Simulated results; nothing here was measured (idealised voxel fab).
process module | voxel wiring stack
cross-section cut | 200 nm wide | cells 5 nm
A cross-section is a grid of square cells, given in bands from the top down. A band is one or more rows of cells.
Each band's line starts with the height of the band's top and of its bottom, in nm. Then come its materials from left to right, each with its width in nm. One material with "throughout" fills the band from edge to edge. "air" is empty space.
Height 0 is the level under which the wafer as received is all one material. The lowest band goes on downwards, as in "0 down".
A width such as "30 to 40" changes by the same amount from each row of cells to the next, from the band's top row to its bottom row.
"no change" after a step means that no cell of the cross-section changed.
closed voids: empty space of 8 cells or more with no open way to the top, each as width x height at its distance from the left edge, in nm
after a step's settings: what the simulator itself notes on the step
overlay nm, on a step with a mask: how far to the right of its planned place the mask lay; to the left if negative
Each pair below shows a cross-section before one step and the cross-section after it, down to the lowest band that changed. The line under each pair gives the step between them, with its settings. The pairs can come from different runs of this module on the same starting wafer, so a pair continues from the pair above only where its "before" says so.
before
  0 down: Si throughout
  closed voids: none
after
  10 to 0: SiO2 throughout
  below 0: unchanged
  closed voids: none
the step between: op CONFORMAL_DEP | material SiO2 | thk nm 10
before: the cross-section after the pair above
after
  15 to 10: TiN throughout
  below 10: unchanged
  closed voids: none
the step between: op DIRECTIONAL_DEP | material TiN | thk nm 5
before: the cross-section after the pair above
after
  40 to 15: Ru throughout
  below 15: unchanged
  closed voids: none
the step between: op DIRECTIONAL_DEP | material Ru | thk nm 25
before: the cross-section after the pair above
after
  60 to 40: air 40 | resist 30 | air 15 | resist 30 | air 15 | resist 30 | air 40
  below 40: unchanged
  closed voids: none
the step between: op PATTERN | tone cover | mask id METAL_1 | material resist | width nm 30 | pitch nm 45 | thk nm 20 | overlay nm 0
before: the cross-section after the pair above
after
  60 to 40: air 40 | resist 30 | air 15 | resist 30 | air 15 | resist 30 | air 40
  40 to 15: air 40 | Ru 30 | air 15 | Ru 30 | air 15 | Ru 30 | air 40
  below 15: unchanged
  closed voids: none
the step between: op DIRECTIONAL_ETCH | etch materials Ru | depth nm 25
before: the cross-section after the pair above
after
  60 to 40: air 40 | resist 30 | air 15 | resist 30 | air 15 | resist 30 | air 40
  40 to 15: air 40 | Ru 30 | air 15 | Ru 30 | air 15 | Ru 30 | air 40
  15 to 10: air 40 | TiN 30 | air 15 | TiN 30 | air 15 | TiN 30 | air 40
  below 10: unchanged
  closed voids: none
the step between: op DIRECTIONAL_ETCH | etch materials TiN | depth nm 5
before: the cross-section after the pair above
after
  40 to 15: air 40 | Ru 30 | air 15 | Ru 30 | air 15 | Ru 30 | air 40
  below 15: unchanged
  closed voids: none
the step between: op STRIP | etch materials resist
before: the cross-section after the pair above
after
  50 to 40: SiO2 throughout
  40 to 15: SiO2 40 | Ru 30 | SiO2 15 | Ru 30 | SiO2 15 | Ru 30 | SiO2 40
  15 to 10: SiO2 40 | TiN 30 | SiO2 15 | TiN 30 | SiO2 15 | TiN 30 | SiO2 40
  below 10: unchanged
  closed voids: none
the step between: op FILL_DEP | material SiO2 | thk nm 10
before: the cross-section after the pair above
after
  40 to 15: SiO2 40 | Ru 30 | SiO2 15 | Ru 30 | SiO2 15 | Ru 30 | SiO2 40
  below 15: unchanged
  closed voids: none
the step between: op CMP | height nm 40
before: the cross-section after the pair above
after
  45 to 40: SiCN throughout
  below 40: unchanged
  closed voids: none
the step between: op CONFORMAL_DEP | material SiCN | thk nm 5
before: the cross-section after the pair above
after
  55 to 45: lowk throughout
  below 45: unchanged
  closed voids: none
the step between: op DIRECTIONAL_DEP | material lowk | thk nm 10
before: the cross-section after the pair above
after
  70 to 55: resist 40 | air 15 | resist 30 | air 15 | resist 30 | air 15 | resist 55
  below 55: unchanged
  closed voids: none
the step between: op PATTERN | tone open | mask id PLUG_1 | material resist | width nm 15 | pitch nm 45 | thk nm 15 | overlay nm 0
before: the cross-section after the pair above
after
  70 to 55: resist 40 | air 15 | resist 30 | air 15 | resist 30 | air 15 | resist 55
  55 to 45: lowk 40 | air 15 | lowk 30 | air 15 | lowk 30 | air 15 | lowk 55
  below 45: unchanged
  closed voids: none
the step between: op DIRECTIONAL_ETCH | etch materials lowk | depth nm 10
before: the cross-section after the pair above
after
  70 to 55: resist 40 | air 15 | resist 30 | air 15 | resist 30 | air 15 | resist 55
  55 to 45: lowk 40 | air 15 | lowk 30 | air 15 | lowk 30 | air 15 | lowk 55
  45 to 40: SiCN 40 | air 15 | SiCN 30 | air 15 | SiCN 30 | air 15 | SiCN 55
  below 40: unchanged
  closed voids: none
the step between: op DIRECTIONAL_ETCH | etch materials SiCN | depth nm 5
before: the cross-section after the pair above
after
  55 to 45: lowk 40 | air 15 | lowk 30 | air 15 | lowk 30 | air 15 | lowk 55
  below 45: unchanged
  closed voids: none
the step between: op STRIP | etch materials resist
before: the cross-section after the pair above
after
  60 to 55: TiN 45 | air 5 | TiN 40 | air 5 | TiN 40 | air 5 | TiN 60
  55 to 45: lowk 40 | TiN 5 | air 5 | TiN 5 | lowk 30 | TiN 5 | air 5 | TiN 5 | lowk 30 | TiN 5 | air 5 | TiN 5 | lowk 55
  45 to 40: SiCN 40 | TiN 15 | SiCN 30 | TiN 15 | SiCN 30 | TiN 15 | SiCN 55
  below 40: unchanged
  closed voids: none
the step between: op CONFORMAL_DEP | material TiN | thk nm 5
before: the cross-section after the pair above
after
  65 to 60: Cu throughout
  60 to 55: TiN 45 | Cu 5 | TiN 40 | Cu 5 | TiN 40 | Cu 5 | TiN 60
  55 to 45: lowk 40 | TiN 5 | Cu 5 | TiN 5 | lowk 30 | TiN 5 | Cu 5 | TiN 5 | lowk 30 | TiN 5 | Cu 5 | TiN 5 | lowk 55
  below 45: unchanged
  closed voids: none
the step between: op FILL_DEP | material Cu | thk nm 5
before: the cross-section after the pair above
after
  55 to 45: lowk 40 | TiN 5 | Cu 5 | TiN 5 | lowk 30 | TiN 5 | Cu 5 | TiN 5 | lowk 30 | TiN 5 | Cu 5 | TiN 5 | lowk 55
  below 45: unchanged
  closed voids: none
the step between: op CMP | height nm 55
before: the cross-section after the pair above
after
  60 to 55: SiCN throughout
  below 55: unchanged
  closed voids: none
the step between: op CONFORMAL_DEP | material SiCN | thk nm 5
before: the cross-section after the pair above
after
  85 to 60: lowk throughout
  below 60: unchanged
  closed voids: none
the step between: op DIRECTIONAL_DEP | material lowk | thk nm 25
before: the cross-section after the pair above
after
  100 to 85: resist 40 | air 30 | resist 15 | air 30 | resist 15 | air 30 | resist 40
  below 85: unchanged
  closed voids: none
the step between: op PATTERN | tone open | mask id METAL_2 | material resist | width nm 30 | pitch nm 45 | thk nm 15 | overlay nm 0
before: the cross-section after the pair above
after
  100 to 85: resist 40 | air 30 | resist 15 | air 30 | resist 15 | air 30 | resist 40
  85 to 60: lowk 40 | air 30 | lowk 15 | air 30 | lowk 15 | air 30 | lowk 40
  below 60: unchanged
  closed voids: none
the step between: op DIRECTIONAL_ETCH | etch materials lowk | depth nm 25
before: the cross-section after the pair above
after
  100 to 85: resist 40 | air 30 | resist 15 | air 30 | resist 15 | air 30 | resist 40
  85 to 60: lowk 40 | air 30 | lowk 15 | air 30 | lowk 15 | air 30 | lowk 40
  60 to 55: SiCN 40 | air 30 | SiCN 15 | air 30 | SiCN 15 | air 30 | SiCN 40
  below 55: unchanged
  closed voids: none
the step between: op DIRECTIONAL_ETCH | etch materials SiCN | depth nm 5
before: the cross-section after the pair above
after
  85 to 60: lowk 40 | air 30 | lowk 15 | air 30 | lowk 15 | air 30 | lowk 40
  below 60: unchanged
  closed voids: none
the step between: op STRIP | etch materials resist
before: the cross-section after the pair above
after
  90 to 85: TiN 45 | air 20 | TiN 25 | air 20 | TiN 25 | air 20 | TiN 45
  85 to 60: lowk 40 | TiN 5 | air 20 | TiN 5 | lowk 15 | TiN 5 | air 20 | TiN 5 | lowk 15 | TiN 5 | air 20 | TiN 5 | lowk 40
  60 to 55: SiCN 40 | TiN 30 | SiCN 15 | TiN 30 | SiCN 15 | TiN 30 | SiCN 40
  below 55: unchanged
  closed voids: none
the step between: op CONFORMAL_DEP | material TiN | thk nm 5
before: the cross-section after the pair above
after
  100 to 90: Ru throughout
  90 to 85: TiN 45 | Ru 20 | TiN 25 | Ru 20 | TiN 25 | Ru 20 | TiN 45
  85 to 60: lowk 40 | TiN 5 | Ru 20 | TiN 5 | lowk 15 | TiN 5 | Ru 20 | TiN 5 | lowk 15 | TiN 5 | Ru 20 | TiN 5 | lowk 40
  below 60: unchanged
  closed voids: none
the step between: op FILL_DEP | material Ru | thk nm 10
before: the cross-section after the pair above
after
  85 to 60: lowk 40 | TiN 5 | Ru 20 | TiN 5 | lowk 15 | TiN 5 | Ru 20 | TiN 5 | lowk 15 | TiN 5 | Ru 20 | TiN 5 | lowk 40
  below 60: unchanged
  closed voids: none
the step between: op CMP | height nm 85
before: the cross-section after the pair above
after
  90 to 85: air 35 | Ru 40 | air 5 | Ru 40 | air 5 | Ru 40 | air 35
  below 85: unchanged
  closed voids: none
the step between: op EPI | material Ru | thk nm 5
before: the cross-section after the pair above
after
  95 to 90: SiCN throughout
  90 to 85: SiCN 35 | Ru 40 | SiCN 5 | Ru 40 | SiCN 5 | Ru 40 | SiCN 35
  below 85: unchanged
  closed voids: none
the step between: op FILL_DEP | material SiCN | thk nm 5
before
  10 to 0: SiO2 throughout
  0 down: Si throughout
  closed voids: none
after
  35 to 10: Ru throughout
  below 10: unchanged
  closed voids: none
the step between: op DIRECTIONAL_DEP | material Ru | thk nm 25
before: the cross-section after the pair above
after
  55 to 35: air 40 | resist 30 | air 15 | resist 30 | air 15 | resist 30 | air 40
  below 35: unchanged
  closed voids: none
the step between: op PATTERN | tone cover | mask id METAL_1 | material resist | width nm 30 | pitch nm 45 | thk nm 20 | overlay nm 0
before: the cross-section after the pair above
after
  55 to 35: air 40 | resist 30 | air 15 | resist 30 | air 15 | resist 30 | air 40
  35 to 10: air 40 | Ru 30 | air 15 | Ru 30 | air 15 | Ru 30 | air 40
  below 10: unchanged
  closed voids: none
the step between: op DIRECTIONAL_ETCH | etch materials Ru | depth nm 25
before: the cross-section after the pair above
after
  35 to 10: air 40 | Ru 30 | air 15 | Ru 30 | air 15 | Ru 30 | air 40
  below 10: unchanged
  closed voids: none
the step between: op STRIP | etch materials resist
before: the cross-section after the pair above
after
  45 to 35: SiO2 throughout
  35 to 10: SiO2 40 | Ru 30 | SiO2 15 | Ru 30 | SiO2 15 | Ru 30 | SiO2 40
  below 10: unchanged
  closed voids: none
the step between: op FILL_DEP | material SiO2 | thk nm 10
before: the cross-section after the pair above
after
  40 to 35: SiO2 throughout
  below 35: unchanged
  closed voids: none
the step between: op CMP | height nm 40
before: the cross-section after the pair above
after
  45 to 40: SiCN throughout
  below 40: unchanged
  closed voids: none
the step between: op CONFORMAL_DEP | material SiCN | thk nm 5
before: the cross-section after the pair above
after
  55 to 45: lowk throughout
  below 45: unchanged
  closed voids: none
the step between: op DIRECTIONAL_DEP | material lowk | thk nm 10
before: the cross-section after the pair above
after
  70 to 55: resist 40 | air 15 | resist 30 | air 15 | resist 30 | air 15 | resist 55
  below 55: unchanged
  closed voids: none
the step between: op PATTERN | tone open | mask id PLUG_1 | material resist | width nm 15 | pitch nm 45 | thk nm 15 | overlay nm 0
before: the cross-section after the pair above
after
  70 to 55: resist 40 | air 15 | resist 30 | air 15 | resist 30 | air 15 | resist 55
  55 to 45: lowk 40 | air 15 | lowk 30 | air 15 | lowk 30 | air 15 | lowk 55
  below 45: unchanged
  closed voids: none
the step between: op DIRECTIONAL_ETCH | etch materials lowk | depth nm 10
before: the cross-section after the pair above
after
  70 to 55: resist 40 | air 15 | resist 30 | air 15 | resist 30 | air 15 | resist 55
  55 to 45: lowk 40 | air 15 | lowk 30 | air 15 | lowk 30 | air 15 | lowk 55
  45 to 40: SiCN 40 | air 15 | SiCN 30 | air 15 | SiCN 30 | air 15 | SiCN 55
  below 40: unchanged
  closed voids: none
the step between: op DIRECTIONAL_ETCH | etch materials SiCN | depth nm 5
before: the cross-section after the pair above
after
  55 to 45: lowk 40 | air 15 | lowk 30 | air 15 | lowk 30 | air 15 | lowk 55
  below 45: unchanged
  closed voids: none
the step between: op STRIP | etch materials resist
before: the cross-section after the pair above
after
  60 to 55: TiN 45 | air 5 | TiN 40 | air 5 | TiN 40 | air 5 | TiN 60
  55 to 45: lowk 40 | TiN 5 | air 5 | TiN 5 | lowk 30 | TiN 5 | air 5 | TiN 5 | lowk 30 | TiN 5 | air 5 | TiN 5 | lowk 55
  45 to 40: SiCN 40 | TiN 15 | SiCN 30 | TiN 15 | SiCN 30 | TiN 15 | SiCN 55
  below 40: unchanged
  closed voids: none
the step between: op CONFORMAL_DEP | material TiN | thk nm 5
before: the cross-section after the pair above
after
  65 to 60: Cu throughout
  60 to 55: TiN 45 | Cu 5 | TiN 40 | Cu 5 | TiN 40 | Cu 5 | TiN 60
  55 to 45: lowk 40 | TiN 5 | Cu 5 | TiN 5 | lowk 30 | TiN 5 | Cu 5 | TiN 5 | lowk 30 | TiN 5 | Cu 5 | TiN 5 | lowk 55
  below 45: unchanged
  closed voids: none
the step between: op FILL_DEP | material Cu | thk nm 5
before: the cross-section after the pair above
after
  55 to 45: lowk 40 | TiN 5 | Cu 5 | TiN 5 | lowk 30 | TiN 5 | Cu 5 | TiN 5 | lowk 30 | TiN 5 | Cu 5 | TiN 5 | lowk 55
  below 45: unchanged
  closed voids: none
the step between: op CMP | height nm 55
before: the cross-section after the pair above
after
  60 to 55: SiCN throughout
  below 55: unchanged
  closed voids: none
the step between: op CONFORMAL_DEP | material SiCN | thk nm 5
before: the cross-section after the pair above
after
  85 to 60: lowk throughout
  below 60: unchanged
  closed voids: none
the step between: op DIRECTIONAL_DEP | material lowk | thk nm 25
before: the cross-section after the pair above
after
  100 to 85: resist 40 | air 30 | resist 15 | air 30 | resist 15 | air 30 | resist 40
  below 85: unchanged
  closed voids: none
the step between: op PATTERN | tone open | mask id METAL_2 | material resist | width nm 30 | pitch nm 45 | thk nm 15 | overlay nm 0
before: the cross-section after the pair above
after
  100 to 85: resist 40 | air 30 | resist 15 | air 30 | resist 15 | air 30 | resist 40
  85 to 60: lowk 40 | air 30 | lowk 15 | air 30 | lowk 15 | air 30 | lowk 40
  below 60: unchanged
  closed voids: none
the step between: op DIRECTIONAL_ETCH | etch materials lowk | depth nm 25
before: the cross-section after the pair above
after
  100 to 85: resist 40 | air 30 | resist 15 | air 30 | resist 15 | air 30 | resist 40
  85 to 60: lowk 40 | air 30 | lowk 15 | air 30 | lowk 15 | air 30 | lowk 40
  60 to 55: SiCN 40 | air 30 | SiCN 15 | air 30 | SiCN 15 | air 30 | SiCN 40
  below 55: unchanged
  closed voids: none
the step between: op DIRECTIONAL_ETCH | etch materials SiCN | depth nm 5
before: the cross-section after the pair above
after
  85 to 60: lowk 40 | air 30 | lowk 15 | air 30 | lowk 15 | air 30 | lowk 40
  below 60: unchanged
  closed voids: none
the step between: op STRIP | etch materials resist
before: the cross-section after the pair above
after
  90 to 85: TiN 45 | air 20 | TiN 25 | air 20 | TiN 25 | air 20 | TiN 45
  85 to 60: lowk 40 | TiN 5 | air 20 | TiN 5 | lowk 15 | TiN 5 | air 20 | TiN 5 | lowk 15 | TiN 5 | air 20 | TiN 5 | lowk 40
  60 to 55: SiCN 40 | TiN 30 | SiCN 15 | TiN 30 | SiCN 15 | TiN 30 | SiCN 40
  below 55: unchanged
  closed voids: none
the step between: op CONFORMAL_DEP | material TiN | thk nm 5
before: the cross-section after the pair above
after
  100 to 90: Ru throughout
  90 to 85: TiN 45 | Ru 20 | TiN 25 | Ru 20 | TiN 25 | Ru 20 | TiN 45
  85 to 60: lowk 40 | TiN 5 | Ru 20 | TiN 5 | lowk 15 | TiN 5 | Ru 20 | TiN 5 | lowk 15 | TiN 5 | Ru 20 | TiN 5 | lowk 40
  below 60: unchanged
  closed voids: none
the step between: op FILL_DEP | material Ru | thk nm 10
before: the cross-section after the pair above
after
  85 to 60: lowk 40 | TiN 5 | Ru 20 | TiN 5 | lowk 15 | TiN 5 | Ru 20 | TiN 5 | lowk 15 | TiN 5 | Ru 20 | TiN 5 | lowk 40
  below 60: unchanged
  closed voids: none
the step between: op CMP | height nm 85
before: the cross-section after the pair above
after
  90 to 85: air 35 | Ru 40 | air 5 | Ru 40 | air 5 | Ru 40 | air 35
  below 85: unchanged
  closed voids: none
the step between: op EPI | material Ru | thk nm 5
before: the cross-section after the pair above
after
  95 to 90: SiCN throughout
  90 to 85: SiCN 35 | Ru 40 | SiCN 5 | Ru 40 | SiCN 5 | Ru 40 | SiCN 35
  below 85: unchanged
  closed voids: none
the step between: op FILL_DEP | material SiCN | thk nm 5
before
  40 to 15: SiO2 40 | Ru 30 | SiO2 15 | Ru 30 | SiO2 15 | Ru 30 | SiO2 40
  15 to 10: SiO2 40 | TiN 30 | SiO2 15 | TiN 30 | SiO2 15 | TiN 30 | SiO2 40
  10 to 0: SiO2 throughout
  0 down: Si throughout
  closed voids: none
after
  50 to 40: lowk throughout
  below 40: unchanged
  closed voids: none
the step between: op DIRECTIONAL_DEP | material lowk | thk nm 10
before: the cross-section after the pair above
after
  55 to 50: SiCN throughout
  below 50: unchanged
  closed voids: none
the step between: op CONFORMAL_DEP | material SiCN | thk nm 5
before: the cross-section after the pair above
after
  70 to 55: resist 40 | air 15 | resist 30 | air 15 | resist 30 | air 15 | resist 55
  below 55: unchanged
  closed voids: none
the step between: op PATTERN | tone open | mask id PLUG_1 | material resist | width nm 15 | pitch nm 45 | thk nm 15 | overlay nm 0
before: the cross-section after the pair above
after
  70 to 55: resist 40 | air 15 | resist 30 | air 15 | resist 30 | air 15 | resist 55
  55 to 50: SiCN 40 | air 15 | SiCN 30 | air 15 | SiCN 30 | air 15 | SiCN 55
  below 50: unchanged
  closed voids: none
the step between: op DIRECTIONAL_ETCH | etch materials SiCN | depth nm 5
before: the cross-section after the pair above
after
  55 to 50: SiCN 40 | air 15 | SiCN 30 | air 15 | SiCN 30 | air 15 | SiCN 55
  below 50: unchanged
  closed voids: none
the step between: op STRIP | etch materials resist
before: the cross-section after the pair above
after
  60 to 55: TiN 45 | air 5 | TiN 40 | air 5 | TiN 40 | air 5 | TiN 60
  55 to 50: SiCN 40 | TiN 15 | SiCN 30 | TiN 15 | SiCN 30 | TiN 15 | SiCN 55
  below 50: unchanged
  closed voids: none
the step between: op CONFORMAL_DEP | material TiN | thk nm 5
before: the cross-section after the pair above
after
  65 to 60: Cu throughout
  60 to 55: TiN 45 | Cu 5 | TiN 40 | Cu 5 | TiN 40 | Cu 5 | TiN 60
  below 55: unchanged
  closed voids: none
the step between: op FILL_DEP | material Cu | thk nm 5
before: the cross-section after the pair above
after
  55 to 50: SiCN 40 | TiN 15 | SiCN 30 | TiN 15 | SiCN 30 | TiN 15 | SiCN 55
  below 50: unchanged
  closed voids: none
the step between: op CMP | height nm 55
before: the cross-section after the pair above
after
  60 to 55: SiCN throughout
  below 55: unchanged
  closed voids: none
the step between: op CONFORMAL_DEP | material SiCN | thk nm 5
before: the cross-section after the pair above
after
  85 to 60: lowk throughout
  below 60: unchanged
  closed voids: none
the step between: op DIRECTIONAL_DEP | material lowk | thk nm 25
before: the cross-section after the pair above
after
  100 to 85: resist 40 | air 30 | resist 15 | air 30 | resist 15 | air 30 | resist 40
  below 85: unchanged
  closed voids: none
the step between: op PATTERN | tone open | mask id METAL_2 | material resist | width nm 30 | pitch nm 45 | thk nm 15 | overlay nm 0
before: the cross-section after the pair above
after
  100 to 85: resist 40 | air 30 | resist 15 | air 30 | resist 15 | air 30 | resist 40
  85 to 60: lowk 40 | air 30 | lowk 15 | air 30 | lowk 15 | air 30 | lowk 40
  below 60: unchanged
  closed voids: none
the step between: op DIRECTIONAL_ETCH | etch materials lowk | depth nm 25
before: the cross-section after the pair above
after
  100 to 85: resist 40 | air 30 | resist 15 | air 30 | resist 15 | air 30 | resist 40
  85 to 60: lowk 40 | air 30 | lowk 15 | air 30 | lowk 15 | air 30 | lowk 40
  60 to 55: SiCN 40 | air 30 | SiCN 15 | air 30 | SiCN 15 | air 30 | SiCN 40
  below 55: unchanged
  closed voids: none
the step between: op DIRECTIONAL_ETCH | etch materials SiCN | depth nm 5
before: the cross-section after the pair above
after
  85 to 60: lowk 40 | air 30 | lowk 15 | air 30 | lowk 15 | air 30 | lowk 40
  below 60: unchanged
  closed voids: none
the step between: op STRIP | etch materials resist
before: the cross-section after the pair above
after
  90 to 85: TiN 45 | air 20 | TiN 25 | air 20 | TiN 25 | air 20 | TiN 45
  85 to 60: lowk 40 | TiN 5 | air 20 | TiN 5 | lowk 15 | TiN 5 | air 20 | TiN 5 | lowk 15 | TiN 5 | air 20 | TiN 5 | lowk 40
  60 to 50: SiCN 40 | TiN 30 to 15 | SiCN 15 to 30 | TiN 30 to 15 | SiCN 15 to 30 | TiN 30 to 15 | SiCN 40 to 55
  below 50: unchanged
  closed voids: none
the step between: op CONFORMAL_DEP | material TiN | thk nm 5
before: the cross-section after the pair above
after
  100 to 90: Ru throughout
  90 to 85: TiN 45 | Ru 20 | TiN 25 | Ru 20 | TiN 25 | Ru 20 | TiN 45
  85 to 60: lowk 40 | TiN 5 | Ru 20 | TiN 5 | lowk 15 | TiN 5 | Ru 20 | TiN 5 | lowk 15 | TiN 5 | Ru 20 | TiN 5 | lowk 40
  below 60: unchanged
  closed voids: none
the step between: op FILL_DEP | material Ru | thk nm 10
before: the cross-section after the pair above
after
  85 to 60: lowk 40 | TiN 5 | Ru 20 | TiN 5 | lowk 15 | TiN 5 | Ru 20 | TiN 5 | lowk 15 | TiN 5 | Ru 20 | TiN 5 | lowk 40
  below 60: unchanged
  closed voids: none
the step between: op CMP | height nm 85
before: the cross-section after the pair above
after
  90 to 85: air 35 | Ru 40 | air 5 | Ru 40 | air 5 | Ru 40 | air 35
  below 85: unchanged
  closed voids: none
the step between: op EPI | material Ru | thk nm 5
before: the cross-section after the pair above
after
  95 to 90: SiCN throughout
  90 to 85: SiCN 35 | Ru 40 | SiCN 5 | Ru 40 | SiCN 5 | Ru 40 | SiCN 35
  below 85: unchanged
  closed voids: none
the step between: op FILL_DEP | material SiCN | thk nm 5
before
  100 to 90: Ru throughout
  90 to 85: TiN 45 | Ru 20 | TiN 25 | Ru 20 | TiN 25 | Ru 20 | TiN 45
  85 to 60: lowk 40 | TiN 5 | Ru 20 | TiN 5 | lowk 15 | TiN 5 | Ru 20 | TiN 5 | lowk 15 | TiN 5 | Ru 20 | TiN 5 | lowk 40
  60 to 55: SiCN 40 | TiN 30 | SiCN 15 | TiN 30 | SiCN 15 | TiN 30 | SiCN 40
  55 to 45: lowk 40 | TiN 5 | Cu 5 | TiN 5 | lowk 30 | TiN 5 | Cu 5 | TiN 5 | lowk 30 | TiN 5 | Cu 5 | TiN 5 | lowk 55
  45 to 40: SiCN 40 | TiN 15 | SiCN 30 | TiN 15 | SiCN 30 | TiN 15 | SiCN 55
  40 to 15: SiO2 40 | Ru 30 | SiO2 15 | Ru 30 | SiO2 15 | Ru 30 | SiO2 40
  15 to 10: SiO2 40 | TiN 30 | SiO2 15 | TiN 30 | SiO2 15 | TiN 30 | SiO2 40
  10 to 0: SiO2 throughout
  0 down: Si throughout
  closed voids: none
after
  95 to 90: Ru throughout
  below 90: unchanged
  closed voids: none
the step between: op CMP | height nm 95
before: the cross-section after the pair above
after
  100 to 90: Ru throughout
  below 90: unchanged
  closed voids: none
the step between: op EPI | material Ru | thk nm 5
before: the cross-section after the pair above
after
  105 to 100: SiCN throughout
  below 100: unchanged
  closed voids: none
the step between: op FILL_DEP | material SiCN | thk nm 5
before
  40 to 15: Ru throughout
  15 to 10: TiN throughout
  10 to 0: SiO2 throughout
  0 down: Si throughout
  closed voids: none
after
  60 to 40: air 45 | resist 25 | air 20 | resist 25 | air 20 | resist 25 | air 40
  below 40: unchanged
  closed voids: none
the step between: op PATTERN | tone cover | mask id METAL_1 | material resist | width nm 25 | pitch nm 45 | thk nm 20 | overlay nm 0
before: the cross-section after the pair above
after
  60 to 40: air 45 | resist 25 | air 20 | resist 25 | air 20 | resist 25 | air 40
  40 to 15: air 45 | Ru 25 | air 20 | Ru 25 | air 20 | Ru 25 | air 40
  below 15: unchanged
  closed voids: none
the step between: op DIRECTIONAL_ETCH | etch materials Ru | depth nm 25
before: the cross-section after the pair above
after
  60 to 40: air 45 | resist 25 | air 20 | resist 25 | air 20 | resist 25 | air 40
  40 to 15: air 45 | Ru 25 | air 20 | Ru 25 | air 20 | Ru 25 | air 40
  15 to 10: air 45 | TiN 25 | air 20 | TiN 25 | air 20 | TiN 25 | air 40
  below 10: unchanged
  closed voids: none
the step between: op DIRECTIONAL_ETCH | etch materials TiN | depth nm 5
before: the cross-section after the pair above
after
  40 to 15: air 45 | Ru 25 | air 20 | Ru 25 | air 20 | Ru 25 | air 40
  below 15: unchanged
  closed voids: none
the step between: op STRIP | etch materials resist
before: the cross-section after the pair above
after
  50 to 40: SiO2 throughout
  40 to 15: SiO2 45 | Ru 25 | SiO2 20 | Ru 25 | SiO2 20 | Ru 25 | SiO2 40
  15 to 10: SiO2 45 | TiN 25 | SiO2 20 | TiN 25 | SiO2 20 | TiN 25 | SiO2 40
  below 10: unchanged
  closed voids: none
the step between: op FILL_DEP | material SiO2 | thk nm 10
before: the cross-section after the pair above
after
  40 to 15: SiO2 45 | Ru 25 | SiO2 20 | Ru 25 | SiO2 20 | Ru 25 | SiO2 40
  below 15: unchanged
  closed voids: none
the step between: op CMP | height nm 40
before: the cross-section after the pair above
after
  45 to 40: SiCN throughout
  below 40: unchanged
  closed voids: none
the step between: op CONFORMAL_DEP | material SiCN | thk nm 5
before: the cross-section after the pair above
after
  55 to 45: lowk throughout
  below 45: unchanged
  closed voids: none
the step between: op DIRECTIONAL_DEP | material lowk | thk nm 10
before: the cross-section after the pair above
after
  70 to 55: resist 40 | air 15 | resist 30 | air 15 | resist 30 | air 15 | resist 55
  below 55: unchanged
  closed voids: none
the step between: op PATTERN | tone open | mask id PLUG_1 | material resist | width nm 15 | pitch nm 45 | thk nm 15 | overlay nm 0
before: the cross-section after the pair above
after
  70 to 55: resist 40 | air 15 | resist 30 | air 15 | resist 30 | air 15 | resist 55
  55 to 45: lowk 40 | air 15 | lowk 30 | air 15 | lowk 30 | air 15 | lowk 55
  below 45: unchanged
  closed voids: none
the step between: op DIRECTIONAL_ETCH | etch materials lowk | depth nm 10
before: the cross-section after the pair above
after
  70 to 55: resist 40 | air 15 | resist 30 | air 15 | resist 30 | air 15 | resist 55
  55 to 45: lowk 40 | air 15 | lowk 30 | air 15 | lowk 30 | air 15 | lowk 55
  45 to 40: SiCN 40 | air 15 | SiCN 30 | air 15 | SiCN 30 | air 15 | SiCN 55
  below 40: unchanged
  closed voids: none
the step between: op DIRECTIONAL_ETCH | etch materials SiCN | depth nm 5
before: the cross-section after the pair above
after
  55 to 45: lowk 40 | air 15 | lowk 30 | air 15 | lowk 30 | air 15 | lowk 55
  below 45: unchanged
  closed voids: none
the step between: op STRIP | etch materials resist
before: the cross-section after the pair above
after
  60 to 55: TiN 45 | air 5 | TiN 40 | air 5 | TiN 40 | air 5 | TiN 60
  55 to 45: lowk 40 | TiN 5 | air 5 | TiN 5 | lowk 30 | TiN 5 | air 5 | TiN 5 | lowk 30 | TiN 5 | air 5 | TiN 5 | lowk 55
  45 to 40: SiCN 40 | TiN 15 | SiCN 30 | TiN 15 | SiCN 30 | TiN 15 | SiCN 55
  below 40: unchanged
  closed voids: none
the step between: op CONFORMAL_DEP | material TiN | thk nm 5
before: the cross-section after the pair above
after
  65 to 60: Cu throughout
  60 to 55: TiN 45 | Cu 5 | TiN 40 | Cu 5 | TiN 40 | Cu 5 | TiN 60
  55 to 45: lowk 40 | TiN 5 | Cu 5 | TiN 5 | lowk 30 | TiN 5 | Cu 5 | TiN 5 | lowk 30 | TiN 5 | Cu 5 | TiN 5 | lowk 55
  below 45: unchanged
  closed voids: none
the step between: op FILL_DEP | material Cu | thk nm 5
before: the cross-section after the pair above
after
  55 to 45: lowk 40 | TiN 5 | Cu 5 | TiN 5 | lowk 30 | TiN 5 | Cu 5 | TiN 5 | lowk 30 | TiN 5 | Cu 5 | TiN 5 | lowk 55
  below 45: unchanged
  closed voids: none
the step between: op CMP | height nm 55
before: the cross-section after the pair above
after
  60 to 55: SiCN throughout
  below 55: unchanged
  closed voids: none
the step between: op CONFORMAL_DEP | material SiCN | thk nm 5
before: the cross-section after the pair above
after
  85 to 60: lowk throughout
  below 60: unchanged
  closed voids: none
the step between: op DIRECTIONAL_DEP | material lowk | thk nm 25
before: the cross-section after the pair above
after
  100 to 85: resist 40 | air 30 | resist 15 | air 30 | resist 15 | air 30 | resist 40
  below 85: unchanged
  closed voids: none
the step between: op PATTERN | tone open | mask id METAL_2 | material resist | width nm 30 | pitch nm 45 | thk nm 15 | overlay nm 0
before: the cross-section after the pair above
after
  100 to 85: resist 40 | air 30 | resist 15 | air 30 | resist 15 | air 30 | resist 40
  85 to 60: lowk 40 | air 30 | lowk 15 | air 30 | lowk 15 | air 30 | lowk 40
  below 60: unchanged
  closed voids: none
the step between: op DIRECTIONAL_ETCH | etch materials lowk | depth nm 25
before: the cross-section after the pair above
after
  100 to 85: resist 40 | air 30 | resist 15 | air 30 | resist 15 | air 30 | resist 40
  85 to 60: lowk 40 | air 30 | lowk 15 | air 30 | lowk 15 | air 30 | lowk 40
  60 to 55: SiCN 40 | air 30 | SiCN 15 | air 30 | SiCN 15 | air 30 | SiCN 40
  below 55: unchanged
  closed voids: none
the step between: op DIRECTIONAL_ETCH | etch materials SiCN | depth nm 5
before: the cross-section after the pair above
after
  85 to 60: lowk 40 | air 30 | lowk 15 | air 30 | lowk 15 | air 30 | lowk 40
  below 60: unchanged
  closed voids: none
the step between: op STRIP | etch materials resist
before: the cross-section after the pair above
after
  90 to 85: TiN 45 | air 20 | TiN 25 | air 20 | TiN 25 | air 20 | TiN 45
  85 to 60: lowk 40 | TiN 5 | air 20 | TiN 5 | lowk 15 | TiN 5 | air 20 | TiN 5 | lowk 15 | TiN 5 | air 20 | TiN 5 | lowk 40
  60 to 55: SiCN 40 | TiN 30 | SiCN 15 | TiN 30 | SiCN 15 | TiN 30 | SiCN 40
  below 55: unchanged
  closed voids: none
the step between: op CONFORMAL_DEP | material TiN | thk nm 5
